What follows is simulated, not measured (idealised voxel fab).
This is a process module. Its name is voxel tone inversion.
Square cells of 5 nm make up the cross-section cut, whose width is 165 nm.
Format of a cross-section: grid, square cells. Given as bands. Order: top down. Band: one or more rows of cells.
Band: top and bottom heights (nm) first, top before bottom; then materials from left to right, widths in nm. "everywhere" marks a sole material filling the band edge to edge. "blank" denotes empty space.
Height is counted from the level 0, under which the received wafer is composed throughout of one material. The lowest of the bands is not closed at the bottom but continues downward, in the notation "top 0, no bottom".
The expression "30..40" gives the width at the extremes of the band, the first number at its top row of cells and the second at its bottom row, with the width changing by equal amounts from each row to the next in between.
A step reported as "remained the same" is a step in which no cell of the cross-section changed.
Entry "Voids lacking openings" = empty spaces >= 8 cells with no open way to the top; each as width x height at distance, distance from left edge, all nm.
On each step's line, the part that comes after the settings is the simulator's own comment on the step.
On any step carrying a mask, the "overlay nm" setting, if present on the step's line, tells how far right of its planned place the mask lay; negative values point to the left.
### Set out below are the planned steps of the process
- 1: RECEIVE | material Si
- 2: CONFORMAL_DEP | material SiCN | thk nm 5
- 3: DIRECTIONAL_DEP | material polySi | thk nm 15
- 4: PATTERN | tone cover | mask id POSTS | material resist | width nm 15 | pitch nm 40 | thk nm 20 | overlay nm 0
- 5: DIRECTIONAL_ETCH | etch materials polySi | depth nm 15
- 6: STRIP | etch materials resist
- 7: FILL_DEP | material SiO2 | thk nm 5
- 8: CMP | height nm 20
- 9: STRIP | etch materials polySi
### Incoming wafer in cross-section (state: after step 1)
	top 0, no bottom = Si everywhere
	Voids lacking openings: none
### The first of two wafers, cross-sectioned at the end of the module, with the run proceeding as planned
	top 20, bottom 5 = SiO2: 55, blank: 15, SiO2: 25, blank: 15, SiO2: 55
	top 5, bottom 0 = SiCN everywhere
	top 0, no bottom = Si everywhere
	Voids lacking openings: none
### So this is wafer number two of the two, cut at the end of the module - it started where the first did and had the same plan, we just got one thing wrong running it
	top 20, bottom 0 = SiCN everywhere
	top 0, no bottom = Si everywhere
	Voids lacking openings: none
The mistake made against the process plan was this: step 3 went in with a setting other than planned; the actual run was DIRECTIONAL_DEP | material SiCN | thk nm 15
Bottom line after processing is that, in cells, the second wafer is up or down on some materials versus the first: SiCN: 99 more; SiO2: 81 fewer
